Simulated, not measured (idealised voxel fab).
process module | voxel self aligned contacts
cross-section cut | 285 nm wide | cells 5 nm
A cross-section is a grid of square cells, given in bands from the top down. A band is one or more rows of cells.
Each band's line starts with the height of the band's top and of its bottom, in nm. Then come its materials from left to right, each with its width in nm. One material with "throughout" fills the band from edge to edge. "air" is empty space.
Height 0 is the level under which the wafer as received is all one material. The lowest band goes on downwards, as in "0 down".
A width such as "30 to 40" changes by the same amount from each row of cells to the next, from the band's top row to its bottom row.
"no change" after a step means that no cell of the cross-section changed.
closed voids: empty space of 8 cells or more with no open way to the top, each as width x height at its distance from the left edge, in nm
after a step's settings: what the simulator itself notes on the step
overlay nm, on a step with a mask: how far to the right of its planned place the mask lay; to the left if negative
plan
1 op RECEIVE | material Si
2 op OXIDIZE | depth nm 5
3 op DIRECTIONAL_DEP | material polySi | thk nm 20
4 op DIRECTIONAL_DEP | material SiN | thk nm 20
5 op DIRECTIONAL_DEP | material aC | thk nm 10
6 op PATTERN | tone cover | mask id GATE | material resist | width nm 25 | pitch nm 55 | thk nm 30 | overlay nm 0
7 op DIRECTIONAL_ETCH | etch materials aC | depth nm 10
8 op STRIP | etch materials resist
9 op DIRECTIONAL_ETCH | etch materials SiN | depth nm 20
10 op DIRECTIONAL_ETCH | etch materials polySi | depth nm 20
11 op STRIP | etch materials aC
12 op CONFORMAL_DEP | material SiN | thk nm 5
13 op DIRECTIONAL_ETCH | etch materials SiN | depth nm 5
14 op FILL_DEP | material SiO2 | thk nm 10
15 op CMP | height nm 45
16 op PATTERN | tone open | mask id CONTACT | material resist | width nm 40 | pitch nm 55 | thk nm 15 | overlay nm -15
17 op DIRECTIONAL_ETCH | etch materials SiO2 | depth nm 50
18 op STRIP | etch materials resist
19 op CONFORMAL_DEP | material TiN | thk nm 5
20 op FILL_DEP | material W | thk nm 5
21 op CMP | height nm 45
22 op CONFORMAL_DEP | material SiCN | thk nm 5
varied across the wafers: overlay nm of step 16. The plan shows the first wafer's value. All wafers start alike
first wafer as received, after step 1
  0 down: Si throughout
  closed voids: none
each wafer at the end: cells of each material gained (+) or lost (-) since it was received, then its closed voids
overlay nm -15 | -57 Si | +57 SiCN | +108 SiN | +332 SiO2 | +52 TiN | +18 W | +60 polySi | closed voids: none
overlay nm -10 | -57 Si | +57 SiCN | +108 SiN | +314 SiO2 | +52 TiN | +36 W | +60 polySi | closed voids: none
overlay nm -5 | -57 Si | +57 SiCN | +108 SiN | +314 SiO2 | +52 TiN | +36 W | +60 polySi | closed voids: none
overlay nm 0 | -57 Si | +57 SiCN | +108 SiN | +314 SiO2 | +52 TiN | +36 W | +60 polySi | closed voids: none
overlay nm 5 | -57 Si | +57 SiCN | +108 SiN | +314 SiO2 | +52 TiN | +36 W | +60 polySi | closed voids: none
overlay nm 10 | -57 Si | +57 SiCN | +108 SiN | +314 SiO2 | +52 TiN | +36 W | +60 polySi | closed voids: none
overlay nm 15 | -57 Si | +57 SiCN | +108 SiN | +332 SiO2 | +52 TiN | +18 W | +60 polySi | closed voids: none
